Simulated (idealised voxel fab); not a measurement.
The following is a process module called voxel capacitor over wiring.
The cross-section on display is named cut; it measures 220 nm wide, and its cells are 5 nm squares.
In what follows, cross-sections appear as grids of square cells, described through bands that run from the top down, where every band is one or more rows of cells.
First you get the band's top height and its bottom height, in nm, and then the materials it's made of, left to right, with each width in nm. If you see a single material with "all across", that one covers the band edge to edge. "blank" is empty space.
Where do heights start? At 0: under that level the wafer as delivered is made of one material only. And the lowest band has no floor; it just carries on downward, as in "0 nm and below".
A two-number width, for instance "30..40", indicates that the width is equal to the first number in the top row of the band and to the second number in the bottom row, and that it changes by a constant amount per row of cells.
For the purposes of this document, the phrase "nothing altered" attached to a step denotes that no cell within the cross-section was modified by that step.
For the entry "Enclosed internal cavities", the listed items are empty spaces with no open way to the top whose size is 8 cells or more; each item follows the pattern width x height at distance, where distance is from the left edge and all three are in nm.
It should be noted that, on the line of a given step, the content following the step's settings is a remark produced by the simulator itself with respect to that step.
You can add "overlay nm" to a step's line. For a step with a mask, it describes how far the mask lay to the right of its planned position, and a negative number describes a lay to the left.

Steps in the process plan:
1) RECEIVE with material Si
2) CONFORMAL_DEP with material SiO2, thk nm 10
3) CONFORMAL_DEP with material SiN, thk nm 5
4) DIRECTIONAL_DEP with material SiO2, thk nm 15
5) PATTERN with tone open, mask id METAL_1, material resist, width nm 20, pitch nm 80, thk nm 20, overlay nm 0
6) DIRECTIONAL_ETCH with etch materials SiO2, depth nm 15
7) DIRECTIONAL_ETCH with etch materials SiN, depth nm 5
8) STRIP with etch materials resist
9) CONFORMAL_DEP with material TiN, thk nm 5
10) FILL_DEP with material Ru, thk nm 10
11) CMP with height nm 30
12) EPI with material Ru, thk nm 5
13) FILL_DEP with material SiCN, thk nm 5
14) DIRECTIONAL_DEP with material lowk, thk nm 20
15) DIRECTIONAL_DEP with material aC, thk nm 10
16) PATTERN with tone open, mask id PLUG_1, material resist, width nm 15, thk nm 25, overlay nm 0
17) DIRECTIONAL_ETCH with etch materials aC, depth nm 10
18) STRIP with etch materials resist
19) DIRECTIONAL_ETCH with etch materials lowk, depth nm 20
20) DIRECTIONAL_ETCH with etch materials SiCN, depth nm 5
21) STRIP with etch materials aC
22) EPI with material Ru, thk nm 10
23) EPI with material Ru, thk nm 10
24) EPI with material Ru, thk nm 5
25) DIRECTIONAL_DEP with material TiN, thk nm 5
26) DIRECTIONAL_DEP with material Al2O3, thk nm 5
27) DIRECTIONAL_DEP with material TiN, thk nm 5
28) DIRECTIONAL_DEP with material aC, thk nm 15
29) PATTERN with tone cover, mask id UPPER_PLATE, material resist, width nm 65, thk nm 35, overlay nm 0
30) DIRECTIONAL_ETCH with etch materials aC, depth nm 15
31) STRIP with etch materials resist
32) DIRECTIONAL_ETCH with etch materials TiN, depth nm 5
33) DIRECTIONAL_ETCH with etch materials Al2O3, depth nm 5
34) STRIP with etch materials aC
35) DIRECTIONAL_DEP with material aC, thk nm 15
36) PATTERN with tone cover, mask id LOWER_PLATE, material resist, width nm 75, thk nm 35, overlay nm 0
37) DIRECTIONAL_ETCH with etch materials aC, depth nm 15
38) STRIP with etch materials resist
39) DIRECTIONAL_ETCH with etch materials TiN, depth nm 5
40) STRIP with etch materials aC
41) FILL_DEP with material SiO2, thk nm 15
42) CMP with height nm 85
43) PATTERN with tone open, mask id PLUG_2, material resist, width nm 15, thk nm 15, overlay nm 0
44) DIRECTIONAL_ETCH with etch materials SiO2, depth nm 10
45) STRIP with etch materials resist
46) CONFORMAL_DEP with material TiN, thk nm 5
47) FILL_DEP with material Cu, thk nm 10
48) CMP with height nm 85
49) CONFORMAL_DEP with material SiN, thk nm 5

As received, after step 1:
- 0 nm and below = Si all across
- Enclosed internal cavities: none

End-of-module cross-section. Starting structure and process plan as above; one mistake made in running it:
- 90 nm to 85 nm = SiN all across
- 85 nm to 80 nm = 75 SiO2, 5 TiN, 5 Cu, 5 TiN, 130 SiO2
- 80 nm to 70 nm = 75..65 SiO2, 15..65 TiN, 130..90 SiO2
- 70 nm to 65 nm = 65 SiO2, 65 Al2O3, 90 SiO2
- 65 nm to 60 nm = 60 SiO2, 75 TiN, 85 SiO2
- 60 nm to 40 nm = Al2O3 all across
- 40 nm to 35 nm = SiCN all across
- 35 nm to 30 nm = 55 SiCN, 30 Ru, 50 SiCN, 30 Ru, 55 SiCN
- 30 nm to 15 nm = 60 SiO2, 5 TiN, 10 Ru, 5 TiN, 60 SiO2, 5 TiN, 10 Ru, 5 TiN, 60 SiO2
- 15 nm to 10 nm = 60 SiN, 20 TiN, 60 SiN, 20 TiN, 60 SiN
- 10 nm to 0 nm = SiO2 all across
- 0 nm and below = Si all across
- Enclosed internal cavities: none
Error vs. plan: for step 14, the planned setting was not used; the step was instead run as DIRECTIONAL_DEP with material Al2O3, thk nm 20
